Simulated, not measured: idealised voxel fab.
process module | voxel ribs on slabs
cross-section cut | 220 nm wide | cells 5 nm
A cross-section is a grid of square cells, given in bands from the top down. A band is one or more rows of cells.
Each band's line starts with the height of the band's top and of its bottom, in nm. Then come its materials from left to right, each with its width in nm. One material with "throughout" fills the band from edge to edge. "air" is empty space.
Height 0 is the level under which the wafer as received is all one material. The lowest band goes on downwards, as in "0 down".
A width such as "30 to 40" changes by the same amount from each row of cells to the next, from the band's top row to its bottom row.
"no change" after a step means that no cell of the cross-section changed.
closed voids: empty space of 8 cells or more with no open way to the top, each as width x height at its distance from the left edge, in nm
after a step's settings: what the simulator itself notes on the step
overlay nm, on a step with a mask: how far to the right of its planned place the mask lay; to the left if negative
plan
1 op RECEIVE | material Si
2 op DIRECTIONAL_DEP | material SiO2 | thk nm 20
3 op DIRECTIONAL_DEP | material SiN | thk nm 15
4 op PATTERN | tone cover | mask id RIB | material resist | width nm 20 | thk nm 15 | overlay nm 0
5 op DIRECTIONAL_ETCH | etch materials SiN | depth nm 10
6 op STRIP | etch materials resist
7 op PATTERN | tone cover | mask id SLAB | material resist | width nm 60 | thk nm 20 | overlay nm 0
8 op DIRECTIONAL_ETCH | etch materials SiN | depth nm 5
9 op STRIP | etch materials resist
10 op FILL_DEP | material SiO2 | thk nm 20
11 op CMP | height nm 45
12 op DIRECTIONAL_DEP | material W | thk nm 5
13 op PATTERN | tone cover | mask id HEATER | material resist | width nm 30 | thk nm 20 | overlay nm 0
14 op DIRECTIONAL_ETCH | etch materials W | depth nm 5
15 op STRIP | etch materials resist
16 op CONFORMAL_DEP | material SiN | thk nm 10
as received, after step 1
  0 down: Si throughout
  closed voids: none
a wafer at the end: this start, this plan, one mistake
  60 to 55: air 85 | SiN 55 | air 80
  55 to 50: SiN throughout
  50 to 45: SiN 95 | W 35 | SiN 90
  45 to 35: SiO2 throughout
  35 to 25: SiO2 100 | SiN 20 | SiO2 100
  25 to 20: SiO2 80 | SiN 60 | SiO2 80
  20 to 0: SiO2 throughout
  0 down: Si throughout
  closed voids: none
what went wrong: step 13 ran as: op PATTERN | tone cover | mask id HEATER | material resist | width nm 35 | thk nm 20 | overlay nm 0
